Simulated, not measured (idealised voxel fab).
voxel spacer lines: a process module
Each square cell in cross-section cut measures 5 nm, and the section as a whole is 230 nm wide.
In this document a cross-section is written as a grid of square cells. It is given as a series of bands, listed from the top down, and a band is one or more rows of cells. First you get the band's top height and its bottom height, in nm, and then the materials it's made of, left to right, with each width in nm. If you see a single material with "edge to edge", that one covers the band edge to edge. "blank" is empty space. A quick word on heights: they are counted from 0, and under that level the wafer as it came to us is one material throughout. The lowest band is different from the rest in having no bottom; it simply continues downward, written as in "top 0, no bottom". It should be noted that a width expressed as "30 to 40" varies in equal increments from row to row of cells within the band, taking the value of the first number at the top row and that of the second number at the bottom row. You'll sometimes find "same as before" written for a step, and that's the way of saying that nowhere in the cross-section did a cell change during that step. You'll see "Trapped void list" listing empty spaces that have no way open to the top, as long as they're 8 cells or more; the notation is width x height at distance, where the distance is from the left edge, and all of it is in nm. Step line, after settings: the simulator's comment on this step. Regarding "overlay nm": on a step with a mask, it is the distance the mask lay to the right of its planned place; a negative value places it to the left. Note on reading: below, each pair holds a cross-section from before one process step and one from after it; the one from after shows only down to the lowest band that changed. Beneath the pair, the step in between is stated along with its settings. The pairs can stem from different runs of this module on the same starting wafer. Where a pair's entry headed "Prior to step" says so, and only there, that pair continues from the pair above it.

Prior to step
	top 50, bottom 45  blank 55 | resist 15 | blank 35 | resist 15 | blank 35 | resist 15 | blank 60
	top 45, bottom 25  blank 55 | aC 15 | blank 35 | aC 15 | blank 35 | aC 15 | blank 60
	top 25, bottom 5  SiN edge to edge
	top 5, bottom 0  aC edge to edge
	top 0, no bottom  Si edge to edge
	Trapped void list: none

Sectional View, Post-Process
	top 45, bottom 25  blank 55 | aC 15 | blank 35 | aC 15 | blank 35 | aC 15 | blank 60
	For the remainder of the cross-section, below 25, there is no change.
	Trapped void list: none
Connecting step for the cross-sections above: STRIP: etch materials resist

Prior to step: starting point is the after cross-section of the pair just above.

Sectional View, Post-Process
	top 55, bottom 45  blank 45 | SiO2 35 | blank 15 | SiO2 35 | blank 15 | SiO2 35 | blank 50
	top 45, bottom 35  blank 45 | SiO2 10 | aC 15 | SiO2 10 | blank 15 | SiO2 10 | aC 15 | SiO2 10 | blank 15 | SiO2 10 | aC 15 | SiO2 10 | blank 50
	top 35, bottom 25  SiO2 55 | aC 15 | SiO2 35 | aC 15 | SiO2 35 | aC 15 | SiO2 60
	For the remainder of the cross-section, below 25, there is no change.
	Trapped void list: none
Connecting step for the cross-sections above: CONFORMAL_DEP: material SiO2, thk nm 10

Prior to step: starting point is the after cross-section of the pair just above.

Sectional View, Post-Process
	top 45, bottom 25  blank 45 | SiO2 10 | aC 15 | SiO2 10 | blank 15 | SiO2 10 | aC 15 | SiO2 10 | blank 15 | SiO2 10 | aC 15 | SiO2 10 | blank 50
	For the remainder of the cross-section, below 25, there is no change.
	Trapped void list: none
Connecting step for the cross-sections above: DIRECTIONAL_ETCH: etch materials SiO2, depth nm 10

Prior to step: starting point is the after cross-section of the pair just above.

Sectional View, Post-Process
	top 45, bottom 25  blank 45 | SiO2 10 | blank 15 | SiO2 10 | blank 15 | SiO2 10 | blank 15 | SiO2 10 | blank 15 | SiO2 10 | blank 15 | SiO2 10 | blank 50
	For the remainder of the cross-section, below 25, there is no change.
	Trapped void list: none
Connecting step for the cross-sections above: STRIP: etch materials aC

Prior to step: starting point is the after cross-section of the pair just above.

Sectional View, Post-Process
	top 45, bottom 25  blank 45 | SiO2 10 | blank 15 | SiO2 10 | blank 15 | SiO2 10 | blank 15 | SiO2 10 | blank 15 | SiO2 10 | blank 15 | SiO2 10 | blank 50
	top 25, bottom 5  blank 45 | SiN 10 | blank 15 | SiN 10 | blank 15 | SiN 10 | blank 15 | SiN 10 | blank 15 | SiN 10 | blank 15 | SiN 10 | blank 50
	For the remainder of the cross-section, below 5, there is no change.
	Trapped void list: none
Connecting step for the cross-sections above: DIRECTIONAL_ETCH: etch materials SiN, depth nm 20

Prior to step: starting point is the after cross-section of the pair just above.

Sectional View, Post-Process
	top 25, bottom 5  blank 45 | SiN 10 | blank 15 | SiN 10 | blank 15 | SiN 10 | blank 15 | SiN 10 | blank 15 | SiN 10 | blank 15 | SiN 10 | blank 50
	For the remainder of the cross-section, below 5, there is no change.
	Trapped void list: none
Connecting step for the cross-sections above: STRIP: etch materials SiO2

Prior to step: starting point is the after cross-section of the pair just above.

Sectional View, Post-Process
	top 35, bottom 25  lowk edge to edge
	top 25, bottom 5  lowk 45 | SiN 10 | lowk 15 | SiN 10 | lowk 15 | SiN 10 | lowk 15 | SiN 10 | lowk 15 | SiN 10 | lowk 15 | SiN 10 | lowk 50
	For the remainder of the cross-section, below 5, there is no change.
	Trapped void list: none
Connecting step for the cross-sections above: FILL_DEP: material lowk, thk nm 10

Prior to step: starting point is the after cross-section of the pair just above.

Sectional View, Post-Process
	top 25, bottom 5  lowk 45 | SiN 10 | lowk 15 | SiN 10 | lowk 15 | SiN 10 | lowk 15 | SiN 10 | lowk 15 | SiN 10 | lowk 15 | SiN 10 | lowk 50
	For the remainder of the cross-section, below 5, there is no change.
	Trapped void list: none
Connecting step for the cross-sections above: CMP: height nm 25
